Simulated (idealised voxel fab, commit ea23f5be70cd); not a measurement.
process module | voxel self aligned contacts
cross-section cut | 280 nm wide | cells 5 nm
A cross-section is a grid of square cells, given in bands from the top down. A band is one or more rows of cells.
Each band's line starts with the height of the band's top and of its bottom, in nm. Then come its materials from left to right, each with its width in nm. One material with "throughout" fills the band from edge to edge. "air" is empty space.
Height 0 is the level under which the wafer as received is all one material. The lowest band goes on downwards, as in "0 down".
A width such as "30 to 40" changes by the same amount from each row of cells to the next, from the band's top row to its bottom row.
"no change" after a step means that no cell of the cross-section changed.
closed voids: empty space of 8 cells or more with no open way to the top, each as width x height at its distance from the left edge, in nm
after a step's settings: what the simulator itself notes on the step
overlay nm, on a step with a mask: how far to the right of its planned place the mask lay; to the left if negative
Each pair below shows a cross-section before one step and the cross-section after it, down to the lowest band that changed. The line under each pair gives the step between them, with its settings. The pairs can come from different runs of this module on the same starting wafer, so a pair continues from the pair above only where its "before" says so.
before
  0 down: Si throughout
  closed voids: none
after
  5 to 0: SiO2 throughout
  below 0: unchanged
  closed voids: none
the step between: op CONFORMAL_DEP | material SiO2 | thk nm 5
before: the cross-section after the pair above
after
  25 to 5: polySi throughout
  below 5: unchanged
  closed voids: none
the step between: op DIRECTIONAL_DEP | material polySi | thk nm 20
before: the cross-section after the pair above
after
  45 to 25: SiN throughout
  below 25: unchanged
  closed voids: none
the step between: op DIRECTIONAL_DEP | material SiN | thk nm 20
before: the cross-section after the pair above
after
  45 to 25: air 60 | SiN 30 | air 35 | SiN 30 | air 35 | SiN 30 | air 60
  below 25: unchanged
  closed voids: none
the step between: op MASKED_ETCH | tone cover | mask id GATE | width nm 30 | pitch nm 65 | etch materials SiN | depth nm 20 | overlay nm 0
before: the cross-section after the pair above
after
  45 to 25: air 60 | SiN 30 | air 35 | SiN 30 | air 35 | SiN 30 | air 60
  25 to 5: air 60 | polySi 30 | air 35 | polySi 30 | air 35 | polySi 30 | air 60
  below 5: unchanged
  closed voids: none
the step between: op MASKED_ETCH | tone cover | mask id GATE | width nm 30 | pitch nm 65 | etch materials polySi | depth nm 20 | overlay nm 0
before: the cross-section after the pair above
after
  55 to 25: air 50 | SiN 50 | air 15 | SiN 50 | air 15 | SiN 50 | air 50
  25 to 15: air 50 | SiN 10 | polySi 30 | SiN 10 | air 15 | SiN 10 | polySi 30 | SiN 10 | air 15 | SiN 10 | polySi 30 | SiN 10 | air 50
  15 to 5: SiN 60 | polySi 30 | SiN 35 | polySi 30 | SiN 35 | polySi 30 | SiN 60
  below 5: unchanged
  closed voids: none
the step between: op CONFORMAL_DEP | material SiN | thk nm 10
before: the cross-section after the pair above
after
  45 to 25: air 50 | SiN 50 | air 15 | SiN 50 | air 15 | SiN 50 | air 50
  25 to 5: air 50 | SiN 10 | polySi 30 | SiN 10 | air 15 | SiN 10 | polySi 30 | SiN 10 | air 15 | SiN 10 | polySi 30 | SiN 10 | air 50
  below 5: unchanged
  closed voids: none
the step between: op DIRECTIONAL_ETCH | etch materials SiN | depth nm 10
before: the cross-section after the pair above
after
  60 to 45: SiO2 throughout
  45 to 25: SiO2 50 | SiN 50 | SiO2 15 | SiN 50 | SiO2 15 | SiN 50 | SiO2 50
  25 to 5: SiO2 50 | SiN 10 | polySi 30 | SiN 10 | SiO2 15 | SiN 10 | polySi 30 | SiN 10 | SiO2 15 | SiN 10 | polySi 30 | SiN 10 | SiO2 50
  below 5: unchanged
  closed voids: none
the step between: op FILL_DEP | material SiO2 | thk nm 15
before: the cross-section after the pair above
after
  50 to 45: SiO2 throughout
  below 45: unchanged
  closed voids: none
the step between: op CMP | height nm 50
before: the cross-section after the pair above
after
  65 to 50: resist 85 | air 45 | resist 20 | air 45 | resist 85
  below 50: unchanged
  closed voids: none
the step between: op PATTERN | tone open | mask id CONTACT | material resist | width nm 45 | pitch nm 65 | thk nm 15 | overlay nm 0
before: the cross-section after the pair above
after
  65 to 50: resist 85 | air 45 | resist 20 | air 45 | resist 85
  50 to 45: SiO2 85 | air 45 | SiO2 20 | air 45 | SiO2 85
  45 to 25: SiO2 50 | SiN 50 | air 15 | SiN 50 | air 15 | SiN 50 | SiO2 50
  25 to 5: SiO2 50 | SiN 10 | polySi 30 | SiN 10 | air 15 | SiN 10 | polySi 30 | SiN 10 | air 15 | SiN 10 | polySi 30 | SiN 10 | SiO2 50
  5 to 0: SiO2 100 | air 15 | SiO2 50 | air 15 | SiO2 100
  below 0: unchanged
  closed voids: none
the step between: op DIRECTIONAL_ETCH | etch materials SiO2 | depth nm 50
before: the cross-section after the pair above
after
  50 to 45: SiO2 85 | air 45 | SiO2 20 | air 45 | SiO2 85
  below 45: unchanged
  closed voids: none
the step between: op STRIP | etch materials resist
before: the cross-section after the pair above
after
  55 to 50: TiN 90 | air 35 | TiN 30 | air 35 | TiN 90
  50 to 45: SiO2 85 | TiN 20 | air 5 | TiN 20 | SiO2 20 | TiN 20 | air 5 | TiN 20 | SiO2 85
  45 to 25: SiO2 50 | SiN 50 | TiN 5 | air 5 | TiN 5 | SiN 50 | TiN 5 | air 5 | TiN 5 | SiN 50 | SiO2 50
  25 to 5: SiO2 50 | SiN 10 | polySi 30 | SiN 10 | TiN 5 | air 5 | TiN 5 | SiN 10 | polySi 30 | SiN 10 | TiN 5 | air 5 | TiN 5 | SiN 10 | polySi 30 | SiN 10 | SiO2 50
  5 to 0: SiO2 100 | TiN 15 | SiO2 50 | TiN 15 | SiO2 100
  below 0: unchanged
  closed voids: none
the step between: op CONFORMAL_DEP | material TiN | thk nm 5
before: the cross-section after the pair above
after
  65 to 55: Ru throughout
  55 to 50: TiN 90 | Ru 35 | TiN 30 | Ru 35 | TiN 90
  50 to 45: SiO2 85 | TiN 20 | Ru 5 | TiN 20 | SiO2 20 | TiN 20 | Ru 5 | TiN 20 | SiO2 85
  45 to 25: SiO2 50 | SiN 50 | TiN 5 | Ru 5 | TiN 5 | SiN 50 | TiN 5 | Ru 5 | TiN 5 | SiN 50 | SiO2 50
  25 to 5: SiO2 50 | SiN 10 | polySi 30 | SiN 10 | TiN 5 | Ru 5 | TiN 5 | SiN 10 | polySi 30 | SiN 10 | TiN 5 | Ru 5 | TiN 5 | SiN 10 | polySi 30 | SiN 10 | SiO2 50
  below 5: unchanged
  closed voids: none
the step between: op FILL_DEP | material Ru | thk nm 10
before: the cross-section after the pair above
after
  50 to 45: SiO2 85 | TiN 20 | Ru 5 | TiN 20 | SiO2 20 | TiN 20 | Ru 5 | TiN 20 | SiO2 85
  below 45: unchanged
  closed voids: none
the step between: op CMP | height nm 50
before: the cross-section after the pair above
after
  55 to 50: SiN throughout
  below 50: unchanged
  closed voids: none
the step between: op CONFORMAL_DEP | material SiN | thk nm 5
before
  45 to 25: air 60 | SiN 30 | air 35 | SiN 30 | air 35 | SiN 30 | air 60
  25 to 5: air 60 | polySi 30 | air 35 | polySi 30 | air 35 | polySi 30 | air 60
  5 to 0: SiO2 throughout
  0 down: Si throughout
  closed voids: none
after
  35 to 25: air 60 | SiN 30 | air 35 | SiN 30 | air 35 | SiN 30 | air 60
  below 25: unchanged
  closed voids: none
the step between: op DIRECTIONAL_ETCH | etch materials SiN | depth nm 10
before: the cross-section after the pair above
after
  50 to 35: SiO2 throughout
  35 to 25: SiO2 60 | SiN 30 | SiO2 35 | SiN 30 | SiO2 35 | SiN 30 | SiO2 60
  25 to 5: SiO2 60 | polySi 30 | SiO2 35 | polySi 30 | SiO2 35 | polySi 30 | SiO2 60
  below 5: unchanged
  closed voids: none
the step between: op FILL_DEP | material SiO2 | thk nm 15
before: the cross-section after the pair above
after
  65 to 50: resist 85 | air 45 | resist 20 | air 45 | resist 85
  below 50: unchanged
  closed voids: none
the step between: op PATTERN | tone open | mask id CONTACT | material resist | width nm 45 | pitch nm 65 | thk nm 15 | overlay nm 0
before: the cross-section after the pair above
after
  65 to 50: resist 85 | air 45 | resist 20 | air 45 | resist 85
  50 to 35: SiO2 85 | air 45 | SiO2 20 | air 45 | SiO2 85
  35 to 25: SiO2 60 | SiN 30 | air 35 | SiN 30 | air 35 | SiN 30 | SiO2 60
  25 to 5: SiO2 60 | polySi 30 | air 35 | polySi 30 | air 35 | polySi 30 | SiO2 60
  5 to 0: SiO2 90 | air 35 | SiO2 30 | air 35 | SiO2 90
  below 0: unchanged
  closed voids: none
the step between: op DIRECTIONAL_ETCH | etch materials SiO2 | depth nm 50
before: the cross-section after the pair above
after
  50 to 35: SiO2 85 | air 45 | SiO2 20 | air 45 | SiO2 85
  below 35: unchanged
  closed voids: none
the step between: op STRIP | etch materials resist
before: the cross-section after the pair above
after
  55 to 50: TiN 90 | air 35 | TiN 30 | air 35 | TiN 90
  50 to 40: SiO2 85 | TiN 5 | air 35 | TiN 5 | SiO2 20 | TiN 5 | air 35 | TiN 5 | SiO2 85
  40 to 35: SiO2 85 | TiN 10 | air 25 | TiN 10 | SiO2 20 | TiN 10 | air 25 | TiN 10 | SiO2 85
  35 to 25: SiO2 60 | SiN 30 | TiN 5 | air 25 | TiN 5 | SiN 30 | TiN 5 | air 25 | TiN 5 | SiN 30 | SiO2 60
  25 to 5: SiO2 60 | polySi 30 | TiN 5 | air 25 | TiN 5 | polySi 30 | TiN 5 | air 25 | TiN 5 | polySi 30 | SiO2 60
  5 to 0: SiO2 90 | TiN 35 | SiO2 30 | TiN 35 | SiO2 90
  below 0: unchanged
  closed voids: none
the step between: op CONFORMAL_DEP | material TiN | thk nm 5
before: the cross-section after the pair above
after
  65 to 55: Ru throughout
  55 to 50: TiN 90 | Ru 35 | TiN 30 | Ru 35 | TiN 90
  50 to 40: SiO2 85 | TiN 5 | Ru 35 | TiN 5 | SiO2 20 | TiN 5 | Ru 35 | TiN 5 | SiO2 85
  40 to 35: SiO2 85 | TiN 10 | Ru 25 | TiN 10 | SiO2 20 | TiN 10 | Ru 25 | TiN 10 | SiO2 85
  35 to 25: SiO2 60 | SiN 30 | TiN 5 | Ru 25 | TiN 5 | SiN 30 | TiN 5 | Ru 25 | TiN 5 | SiN 30 | SiO2 60
  25 to 5: SiO2 60 | polySi 30 | TiN 5 | Ru 25 | TiN 5 | polySi 30 | TiN 5 | Ru 25 | TiN 5 | polySi 30 | SiO2 60
  below 5: unchanged
  closed voids: none
the step between: op FILL_DEP | material Ru | thk nm 10
before: the cross-section after the pair above
after
  50 to 40: SiO2 85 | TiN 5 | Ru 35 | TiN 5 | SiO2 20 | TiN 5 | Ru 35 | TiN 5 | SiO2 85
  below 40: unchanged
  closed voids: none
the step between: op CMP | height nm 50
before: the cross-section after the pair above
after
  55 to 50: SiN throughout
  below 50: unchanged
  closed voids: none
the step between: op CONFORMAL_DEP | material SiN | thk nm 5
before
  45 to 25: SiN throughout
  25 to 5: polySi throughout
  5 to 0: SiO2 throughout
  0 down: Si throughout
  closed voids: none
after
  65 to 25: SiN throughout
  below 25: unchanged
  closed voids: none
the step between: op DIRECTIONAL_DEP | material SiN | thk nm 20
before: the cross-section after the pair above
after
  65 to 45: air 60 | SiN 30 | air 35 | SiN 30 | air 35 | SiN 30 | air 60
  below 45: unchanged
  closed voids: none
the step between: op MASKED_ETCH | tone cover | mask id GATE | width nm 30 | pitch nm 65 | etch materials SiN | depth nm 20 | overlay nm 0
before: the cross-section after the pair above
after
  75 to 55: air 50 | SiN 50 | air 15 | SiN 50 | air 15 | SiN 50 | air 50
  55 to 25: SiN throughout
  below 25: unchanged
  closed voids: none
the step between: op CONFORMAL_DEP | material SiN | thk nm 10
before: the cross-section after the pair above
after
  65 to 45: air 50 | SiN 50 | air 15 | SiN 50 | air 15 | SiN 50 | air 50
  below 45: unchanged
  closed voids: none
the step between: op DIRECTIONAL_ETCH | etch materials SiN | depth nm 10
before: the cross-section after the pair above
after
  80 to 65: SiO2 throughout
  65 to 45: SiO2 50 | SiN 50 | SiO2 15 | SiN 50 | SiO2 15 | SiN 50 | SiO2 50
  below 45: unchanged
  closed voids: none
the step between: op FILL_DEP | material SiO2 | thk nm 15
before: the cross-section after the pair above
after
  50 to 45: SiO2 50 | SiN 50 | SiO2 15 | SiN 50 | SiO2 15 | SiN 50 | SiO2 50
  below 45: unchanged
  closed voids: none
the step between: op CMP | height nm 50
before: the cross-section after the pair above
after
  65 to 50: resist 85 | air 45 | resist 20 | air 45 | resist 85
  below 50: unchanged
  closed voids: none
the step between: op PATTERN | tone open | mask id CONTACT | material resist | width nm 45 | pitch nm 65 | thk nm 15 | overlay nm 0
before: the cross-section after the pair above
after
  65 to 50: resist 85 | air 45 | resist 20 | air 45 | resist 85
  50 to 45: SiO2 50 | SiN 50 | air 15 | SiN 50 | air 15 | SiN 50 | SiO2 50
  below 45: unchanged
  closed voids: none
the step between: op DIRECTIONAL_ETCH | etch materials SiO2 | depth nm 50
before: the cross-section after the pair above
after
  50 to 45: SiO2 50 | SiN 50 | air 15 | SiN 50 | air 15 | SiN 50 | SiO2 50
  below 45: unchanged
  closed voids: none
the step between: op STRIP | etch materials resist
before: the cross-section after the pair above
after
  55 to 50: TiN 105 | air 5 | TiN 60 | air 5 | TiN 105
  50 to 45: SiO2 50 | SiN 50 | TiN 15 | SiN 50 | TiN 15 | SiN 50 | SiO2 50
  below 45: unchanged
  closed voids: none
the step between: op CONFORMAL_DEP | material TiN | thk nm 5
before: the cross-section after the pair above
after
  65 to 55: Ru throughout
  55 to 50: TiN 105 | Ru 5 | TiN 60 | Ru 5 | TiN 105
  below 50: unchanged
  closed voids: none
the step between: op FILL_DEP | material Ru | thk nm 10
before: the cross-section after the pair above
after
  50 to 45: SiO2 50 | SiN 50 | TiN 15 | SiN 50 | TiN 15 | SiN 50 | SiO2 50
  below 45: unchanged
  closed voids: none
the step between: op CMP | height nm 50
before: the cross-section after the pair above
after
  55 to 50: SiN throughout
  below 50: unchanged
  closed voids: none
the step between: op CONFORMAL_DEP | material SiN | thk nm 5
before
  35 to 25: air 60 | SiN 30 | air 35 | SiN 30 | air 35 | SiN 30 | air 60
  25 to 5: air 60 | polySi 30 | air 35 | polySi 30 | air 35 | polySi 30 | air 60
  5 to 0: SiO2 throughout
  0 down: Si throughout
  closed voids: none
after
  45 to 25: air 50 | SiN 50 | air 15 | SiN 50 | air 15 | SiN 50 | air 50
  25 to 15: air 50 | SiN 10 | polySi 30 | SiN 10 | air 15 | SiN 10 | polySi 30 | SiN 10 | air 15 | SiN 10 | polySi 30 | SiN 10 | air 50
  15 to 5: SiN 60 | polySi 30 | SiN 35 | polySi 30 | SiN 35 | polySi 30 | SiN 60
  below 5: unchanged
  closed voids: none
the step between: op CONFORMAL_DEP | material SiN | thk nm 10
before: the cross-section after the pair above
after
  60 to 45: SiO2 throughout
  45 to 25: SiO2 50 | SiN 50 | SiO2 15 | SiN 50 | SiO2 15 | SiN 50 | SiO2 50
  25 to 15: SiO2 50 | SiN 10 | polySi 30 | SiN 10 | SiO2 15 | SiN 10 | polySi 30 | SiN 10 | SiO2 15 | SiN 10 | polySi 30 | SiN 10 | SiO2 50
  below 15: unchanged
  closed voids: none
the step between: op FILL_DEP | material SiO2 | thk nm 15
before: the cross-section after the pair above
after
  50 to 45: SiO2 throughout
  below 45: unchanged
  closed voids: none
the step between: op CMP | height nm 50
before: the cross-section after the pair above
after
  65 to 50: resist 85 | air 45 | resist 20 | air 45 | resist 85
  below 50: unchanged
  closed voids: none
the step between: op PATTERN | tone open | mask id CONTACT | material resist | width nm 45 | pitch nm 65 | thk nm 15 | overlay nm 0
before: the cross-section after the pair above
after
  65 to 50: resist 85 | air 45 | resist 20 | air 45 | resist 85
  50 to 45: SiO2 85 | air 45 | SiO2 20 | air 45 | SiO2 85
  45 to 25: SiO2 50 | SiN 50 | air 15 | SiN 50 | air 15 | SiN 50 | SiO2 50
  25 to 15: SiO2 50 | SiN 10 | polySi 30 | SiN 10 | air 15 | SiN 10 | polySi 30 | SiN 10 | air 15 | SiN 10 | polySi 30 | SiN 10 | SiO2 50
  below 15: unchanged
  closed voids: none
the step between: op DIRECTIONAL_ETCH | etch materials SiO2 | depth nm 50
before: the cross-section after the pair above
after
  50 to 45: SiO2 85 | air 45 | SiO2 20 | air 45 | SiO2 85
  below 45: unchanged
  closed voids: none
the step between: op STRIP | etch materials resist
before: the cross-section after the pair above
after
  55 to 50: TiN 90 | air 35 | TiN 30 | air 35 | TiN 90
  50 to 45: SiO2 85 | TiN 20 | air 5 | TiN 20 | SiO2 20 | TiN 20 | air 5 | TiN 20 | SiO2 85
  45 to 25: SiO2 50 | SiN 50 | TiN 5 | air 5 | TiN 5 | SiN 50 | TiN 5 | air 5 | TiN 5 | SiN 50 | SiO2 50
  25 to 20: SiO2 50 | SiN 10 | polySi 30 | SiN 10 | TiN 5 | air 5 | TiN 5 | SiN 10 | polySi 30 | SiN 10 | TiN 5 | air 5 | TiN 5 | SiN 10 | polySi 30 | SiN 10 | SiO2 50
  20 to 15: SiO2 50 | SiN 10 | polySi 30 | SiN 10 | TiN 15 | SiN 10 | polySi 30 | SiN 10 | TiN 15 | SiN 10 | polySi 30 | SiN 10 | SiO2 50
  below 15: unchanged
  closed voids: none
the step between: op CONFORMAL_DEP | material TiN | thk nm 5
before: the cross-section after the pair above
after
  65 to 55: Ru throughout
  55 to 50: TiN 90 | Ru 35 | TiN 30 | Ru 35 | TiN 90
  50 to 45: SiO2 85 | TiN 20 | Ru 5 | TiN 20 | SiO2 20 | TiN 20 | Ru 5 | TiN 20 | SiO2 85
  45 to 25: SiO2 50 | SiN 50 | TiN 5 | Ru 5 | TiN 5 | SiN 50 | TiN 5 | Ru 5 | TiN 5 | SiN 50 | SiO2 50
  25 to 20: SiO2 50 | SiN 10 | polySi 30 | SiN 10 | TiN 5 | Ru 5 | TiN 5 | SiN 10 | polySi 30 | SiN 10 | TiN 5 | Ru 5 | TiN 5 | SiN 10 | polySi 30 | SiN 10 | SiO2 50
  below 20: unchanged
  closed voids: none
the step between: op FILL_DEP | material Ru | thk nm 10
before: the cross-section after the pair above
after
  50 to 45: SiO2 85 | TiN 20 | Ru 5 | TiN 20 | SiO2 20 | TiN 20 | Ru 5 | TiN 20 | SiO2 85
  below 45: unchanged
  closed voids: none
the step between: op CMP | height nm 50
before: the cross-section after the pair above
after
  55 to 50: SiN throughout
  below 50: unchanged
  closed voids: none
the step between: op CONFORMAL_DEP | material SiN | thk nm 5
before
  55 to 25: air 50 | SiN 50 | air 15 | SiN 50 | air 15 | SiN 50 | air 50
  25 to 15: air 50 | SiN 10 | polySi 30 | SiN 10 | air 15 | SiN 10 | polySi 30 | SiN 10 | air 15 | SiN 10 | polySi 30 | SiN 10 | air 50
  15 to 5: SiN 60 | polySi 30 | SiN 35 | polySi 30 | SiN 35 | polySi 30 | SiN 60
  5 to 0: SiO2 throughout
  0 down: Si throughout
  closed voids: none
after
  50 to 25: air 50 | SiN 50 | air 15 | SiN 50 | air 15 | SiN 50 | air 50
  25 to 10: air 50 | SiN 10 | polySi 30 | SiN 10 | air 15 | SiN 10 | polySi 30 | SiN 10 | air 15 | SiN 10 | polySi 30 | SiN 10 | air 50
  below 10: unchanged
  closed voids: none
the step between: op DIRECTIONAL_ETCH | etch materials SiN | depth nm 5
before: the cross-section after the pair above
after
  65 to 50: SiO2 throughout
  50 to 25: SiO2 50 | SiN 50 | SiO2 15 | SiN 50 | SiO2 15 | SiN 50 | SiO2 50
  25 to 10: SiO2 50 | SiN 10 | polySi 30 | SiN 10 | SiO2 15 | SiN 10 | polySi 30 | SiN 10 | SiO2 15 | SiN 10 | polySi 30 | SiN 10 | SiO2 50
  below 10: unchanged
  closed voids: none
the step between: op FILL_DEP | material SiO2 | thk nm 15
before: the cross-section after the pair above
after
  50 to 25: SiO2 50 | SiN 50 | SiO2 15 | SiN 50 | SiO2 15 | SiN 50 | SiO2 50
  below 25: unchanged
  closed voids: none
the step between: op CMP | height nm 50
before: the cross-section after the pair above
after
  65 to 50: resist 85 | air 45 | resist 20 | air 45 | resist 85
  below 50: unchanged
  closed voids: none
the step between: op PATTERN | tone open | mask id CONTACT | material resist | width nm 45 | pitch nm 65 | thk nm 15 | overlay nm 0
before: the cross-section after the pair above
after
  65 to 50: resist 85 | air 45 | resist 20 | air 45 | resist 85
  50 to 25: SiO2 50 | SiN 50 | air 15 | SiN 50 | air 15 | SiN 50 | SiO2 50
  25 to 10: SiO2 50 | SiN 10 | polySi 30 | SiN 10 | air 15 | SiN 10 | polySi 30 | SiN 10 | air 15 | SiN 10 | polySi 30 | SiN 10 | SiO2 50
  below 10: unchanged
  closed voids: none
the step between: op DIRECTIONAL_ETCH | etch materials SiO2 | depth nm 50
before: the cross-section after the pair above
after
  50 to 25: SiO2 50 | SiN 50 | air 15 | SiN 50 | air 15 | SiN 50 | SiO2 50
  below 25: unchanged
  closed voids: none
the step between: op STRIP | etch materials resist
before: the cross-section after the pair above
after
  55 to 50: TiN 105 | air 5 | TiN 60 | air 5 | TiN 105
  50 to 25: SiO2 50 | SiN 50 | TiN 5 | air 5 | TiN 5 | SiN 50 | TiN 5 | air 5 | TiN 5 | SiN 50 | SiO2 50
  25 to 15: SiO2 50 | SiN 10 | polySi 30 | SiN 10 | TiN 5 | air 5 | TiN 5 | SiN 10 | polySi 30 | SiN 10 | TiN 5 | air 5 | TiN 5 | SiN 10 | polySi 30 | SiN 10 | SiO2 50
  15 to 10: SiO2 50 | SiN 10 | polySi 30 | SiN 10 | TiN 15 | SiN 10 | polySi 30 | SiN 10 | TiN 15 | SiN 10 | polySi 30 | SiN 10 | SiO2 50
  below 10: unchanged
  closed voids: none
the step between: op CONFORMAL_DEP | material TiN | thk nm 5
before: the cross-section after the pair above
after
  65 to 55: Ru throughout
  55 to 50: TiN 105 | Ru 5 | TiN 60 | Ru 5 | TiN 105
  50 to 25: SiO2 50 | SiN 50 | TiN 5 | Ru 5 | TiN 5 | SiN 50 | TiN 5 | Ru 5 | TiN 5 | SiN 50 | SiO2 50
  25 to 15: SiO2 50 | SiN 10 | polySi 30 | SiN 10 | TiN 5 | Ru 5 | TiN 5 | SiN 10 | polySi 30 | SiN 10 | TiN 5 | Ru 5 | TiN 5 | SiN 10 | polySi 30 | SiN 10 | SiO2 50
  below 15: unchanged
  closed voids: none
the step between: op FILL_DEP | material Ru | thk nm 10
before: the cross-section after the pair above
after
  50 to 25: SiO2 50 | SiN 50 | TiN 5 | Ru 5 | TiN 5 | SiN 50 | TiN 5 | Ru 5 | TiN 5 | SiN 50 | SiO2 50
  below 25: unchanged
  closed voids: none
the step between: op CMP | height nm 50
before: the cross-section after the pair above
after
  55 to 50: SiN throughout
  below 50: unchanged
  closed voids: none
the step between: op CONFORMAL_DEP | material SiN | thk nm 5
before
  45 to 25: SiN throughout
  25 to 5: polySi throughout
  5 to 0: SiO2 throughout
  0 down: Si throughout
  closed voids: none
after
  45 to 25: air 65 | SiN 20 | air 45 | SiN 20 | air 45 | SiN 20 | air 65
  below 25: unchanged
  closed voids: none
the step between: op MASKED_ETCH | tone cover | mask id GATE | width nm 20 | pitch nm 65 | etch materials SiN | depth nm 20 | overlay nm 0
before: the cross-section after the pair above
after
  45 to 25: air 65 | SiN 20 | air 45 | SiN 20 | air 45 | SiN 20 | air 65
  25 to 5: air 60 | polySi 30 | air 35 | polySi 30 | air 35 | polySi 30 | air 60
  below 5: unchanged
  closed voids: none
the step between: op MASKED_ETCH | tone cover | mask id GATE | width nm 30 | pitch nm 65 | etch materials polySi | depth nm 20 | overlay nm 0
before: the cross-section after the pair above
after
  55 to 35: air 55 | SiN 40 | air 25 | SiN 40 | air 25 | SiN 40 | air 55
  35 to 25: air 50 | SiN 50 | air 15 | SiN 50 | air 15 | SiN 50 | air 50
  25 to 15: air 50 | SiN 10 | polySi 30 | SiN 10 | air 15 | SiN 10 | polySi 30 | SiN 10 | air 15 | SiN 10 | polySi 30 | SiN 10 | air 50
  15 to 5: SiN 60 | polySi 30 | SiN 35 | polySi 30 | SiN 35 | polySi 30 | SiN 60
  below 5: unchanged
  closed voids: none
the step between: op CONFORMAL_DEP | material SiN | thk nm 10
before: the cross-section after the pair above
after
  45 to 25: air 55 | SiN 40 | air 25 | SiN 40 | air 25 | SiN 40 | air 55
  25 to 5: air 50 | SiN 10 | polySi 30 | SiN 10 | air 15 | SiN 10 | polySi 30 | SiN 10 | air 15 | SiN 10 | polySi 30 | SiN 10 | air 50
  below 5: unchanged
  closed voids: none
the step between: op DIRECTIONAL_ETCH | etch materials SiN | depth nm 10
before: the cross-section after the pair above
after
  60 to 45: SiO2 throughout
  45 to 25: SiO2 55 | SiN 40 | SiO2 25 | SiN 40 | SiO2 25 | SiN 40 | SiO2 55
  25 to 5: SiO2 50 | SiN 10 | polySi 30 | SiN 10 | SiO2 15 | SiN 10 | polySi 30 | SiN 10 | SiO2 15 | SiN 10 | polySi 30 | SiN 10 | SiO2 50
  below 5: unchanged
  closed voids: none
the step between: op FILL_DEP | material SiO2 | thk nm 15
before: the cross-section after the pair above
after
  50 to 45: SiO2 throughout
  below 45: unchanged
  closed voids: none
the step between: op CMP | height nm 50
before: the cross-section after the pair above
after
  65 to 50: resist 85 | air 45 | resist 20 | air 45 | resist 85
  below 50: unchanged
  closed voids: none
the step between: op PATTERN | tone open | mask id CONTACT | material resist | width nm 45 | pitch nm 65 | thk nm 15 | overlay nm 0
before: the cross-section after the pair above
after
  65 to 50: resist 85 | air 45 | resist 20 | air 45 | resist 85
  50 to 45: SiO2 85 | air 45 | SiO2 20 | air 45 | SiO2 85
  45 to 25: SiO2 55 | SiN 40 | air 25 | SiN 40 | air 25 | SiN 40 | SiO2 55
  25 to 5: SiO2 50 | SiN 10 | polySi 30 | SiN 10 | air 15 | SiN 10 | polySi 30 | SiN 10 | air 15 | SiN 10 | polySi 30 | SiN 10 | SiO2 50
  5 to 0: SiO2 100 | air 15 | SiO2 50 | air 15 | SiO2 100
  below 0: unchanged
  closed voids: none
the step between: op DIRECTIONAL_ETCH | etch materials SiO2 | depth nm 50
before: the cross-section after the pair above
after
  50 to 45: SiO2 85 | air 45 | SiO2 20 | air 45 | SiO2 85
  below 45: unchanged
  closed voids: none
the step between: op STRIP | etch materials resist
before: the cross-section after the pair above
after
  55 to 50: TiN 90 | air 35 | TiN 30 | air 35 | TiN 90
  50 to 45: SiO2 85 | TiN 15 | air 15 | TiN 15 | SiO2 20 | TiN 15 | air 15 | TiN 15 | SiO2 85
  45 to 30: SiO2 55 | SiN 40 | TiN 5 | air 15 | TiN 5 | SiN 40 | TiN 5 | air 15 | TiN 5 | SiN 40 | SiO2 55
  30 to 25: SiO2 55 | SiN 40 | TiN 10 | air 5 | TiN 10 | SiN 40 | TiN 10 | air 5 | TiN 10 | SiN 40 | SiO2 55
  25 to 5: SiO2 50 | SiN 10 | polySi 30 | SiN 10 | TiN 5 | air 5 | TiN 5 | SiN 10 | polySi 30 | SiN 10 | TiN 5 | air 5 | TiN 5 | SiN 10 | polySi 30 | SiN 10 | SiO2 50
  5 to 0: SiO2 100 | TiN 15 | SiO2 50 | TiN 15 | SiO2 100
  below 0: unchanged
  closed voids: none
the step between: op CONFORMAL_DEP | material TiN | thk nm 5
before: the cross-section after the pair above
after
  65 to 55: Ru throughout
  55 to 50: TiN 90 | Ru 35 | TiN 30 | Ru 35 | TiN 90
  50 to 45: SiO2 85 | TiN 15 | Ru 15 | TiN 15 | SiO2 20 | TiN 15 | Ru 15 | TiN 15 | SiO2 85
  45 to 30: SiO2 55 | SiN 40 | TiN 5 | Ru 15 | TiN 5 | SiN 40 | TiN 5 | Ru 15 | TiN 5 | SiN 40 | SiO2 55
  30 to 25: SiO2 55 | SiN 40 | TiN 10 | Ru 5 | TiN 10 | SiN 40 | TiN 10 | Ru 5 | TiN 10 | SiN 40 | SiO2 55
  25 to 5: SiO2 50 | SiN 10 | polySi 30 | SiN 10 | TiN 5 | Ru 5 | TiN 5 | SiN 10 | polySi 30 | SiN 10 | TiN 5 | Ru 5 | TiN 5 | SiN 10 | polySi 30 | SiN 10 | SiO2 50
  below 5: unchanged
  closed voids: none
the step between: op FILL_DEP | material Ru | thk nm 10
before: the cross-section after the pair above
after
  50 to 45: SiO2 85 | TiN 15 | Ru 15 | TiN 15 | SiO2 20 | TiN 15 | Ru 15 | TiN 15 | SiO2 85
  below 45: unchanged
  closed voids: none
the step between: op CMP | height nm 50
before: the cross-section after the pair above
after
  55 to 50: SiN throughout
  below 50: unchanged
  closed voids: none
the step between: op CONFORMAL_DEP | material SiN | thk nm 5
before
  50 to 45: SiO2 throughout
  45 to 25: SiO2 50 | SiN 50 | SiO2 15 | SiN 50 | SiO2 15 | SiN 50 | SiO2 50
  25 to 5: SiO2 50 | SiN 10 | polySi 30 | SiN 10 | SiO2 15 | SiN 10 | polySi 30 | SiN 10 | SiO2 15 | SiN 10 | polySi 30 | SiN 10 | SiO2 50
  5 to 0: SiO2 throughout
  0 down: Si throughout
  closed voids: none
after
  65 to 50: resist 95 | air 45 | resist 20 | air 45 | resist 75
  below 50: unchanged
  closed voids: none
the step between: op PATTERN | tone open | mask id CONTACT | material resist | width nm 45 | pitch nm 65 | thk nm 15 | overlay nm 10
before: the cross-section after the pair above
after
  65 to 50: resist 95 | air 45 | resist 20 | air 45 | resist 75
  50 to 45: SiO2 95 | air 45 | SiO2 20 | air 45 | SiO2 75
  45 to 25: SiO2 50 | SiN 50 | air 15 | SiN 50 | air 15 | SiN 50 | SiO2 50
  25 to 5: SiO2 50 | SiN 10 | polySi 30 | SiN 10 | air 15 | SiN 10 | polySi 30 | SiN 10 | air 15 | SiN 10 | polySi 30 | SiN 10 | SiO2 50
  5 to 0: SiO2 100 | air 15 | SiO2 50 | air 15 | SiO2 100
  below 0: unchanged
  closed voids: none
the step between: op DIRECTIONAL_ETCH | etch materials SiO2 | depth nm 50
before: the cross-section after the pair above
after
  50 to 45: SiO2 95 | air 45 | SiO2 20 | air 45 | SiO2 75
  below 45: unchanged
  closed voids: none
the step between: op STRIP | etch materials resist
